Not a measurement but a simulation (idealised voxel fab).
Presented below is a process module, voxel air gaps.
Shown is cross-section cut, with a width of 175 nm and square cells of size 5 nm.
A cross-section is a grid of square cells, given in bands from the top down. A band is one or more rows of cells. Read a band's entry like this: the first values are the height of its top and the height of its bottom in nm, and what follows is the sequence of materials from left to right, each with its width in nm. Note that "empty" is empty space, and that a single material marked "everywhere" reaches across the band from edge to edge. We count height from 0. Below that, the starting wafer is all one material. The lowest band never ends at the bottom but goes on down; see "0 nm and below" for how that is written. You'd read "30->40" like this: the band's top row of cells is as wide as the first number, its bottom row is as wide as the second, and going down, every row changes width by the same amount as the row before did. Given "no change" for a step, no cell of the cross-section differs between before and after that step. Closed-off voids of 8+ cells (no open route to the top) go in "Trapped voids", written width x height at distance from the left edge, in nm. It should be noted that, on the line of a given step, the content following the step's settings is a remark produced by the simulator itself with respect to that step. "overlay nm", when on a step's line for a step with a mask, measures how far to the right of its planned place the mask lay; a negative measure means to the left.
-- Intended process steps
1: op RECEIVE | material Si
2: op CONFORMAL_DEP | material SiO2 | thk nm 15
3: op CONFORMAL_DEP | material SiN | thk nm 5
4: op DIRECTIONAL_DEP | material SiO2 | thk nm 30
5: op MASKED_ETCH | tone open | mask id LINES | width nm 15 | pitch nm 40 | etch materials SiO2 | depth nm 30 | overlay nm 0
6: op CONFORMAL_DEP | material TiN | thk nm 5
7: op FILL_DEP | material W | thk nm 10
8: op CMP | height nm 50
9: op EPI | material Ru | thk nm 10
10: op SELECTIVE_ETCH | etch materials SiO2 | depth nm 40
11: op CONFORMAL_DEP | material SiN | thk nm 5
-- As received (post step 1): cross-section
	0 nm and below  Si everywhere
	Trapped voids: none
-- End-of-module cross-section. Starting structure and process plan as above; one mistake made in running it
	75 nm to 70 nm  SiN everywhere
	70 nm to 60 nm  Ru everywhere
	60 nm to 55 nm  W everywhere
	55 nm to 50 nm  25 of TiN / 5 of W / 35 of TiN / 5 of W / 35 of TiN / 5 of W / 35 of TiN / 5 of W / 25 of TiN
	50 nm to 25 nm  20 of SiO2 / 5 of TiN / 5 of W / 5 of TiN / 25 of SiO2 / 5 of TiN / 5 of W / 5 of TiN / 25 of SiO2 / 5 of TiN / 5 of W / 5 of TiN / 25 of SiO2 / 5 of TiN / 5 of W / 5 of TiN / 20 of SiO2
	25 nm to 20 nm  20 of SiO2 / 15 of TiN / 25 of SiO2 / 15 of TiN / 25 of SiO2 / 15 of TiN / 25 of SiO2 / 15 of TiN / 20 of SiO2
	20 nm to 15 nm  SiN everywhere
	15 nm to 0 nm  SiO2 everywhere
	0 nm and below  Si everywhere
	Trapped voids: none
So what did we get wrong on this run? heads up, step 8 didn't go per plan, it actually ran as op CMP | height nm 60
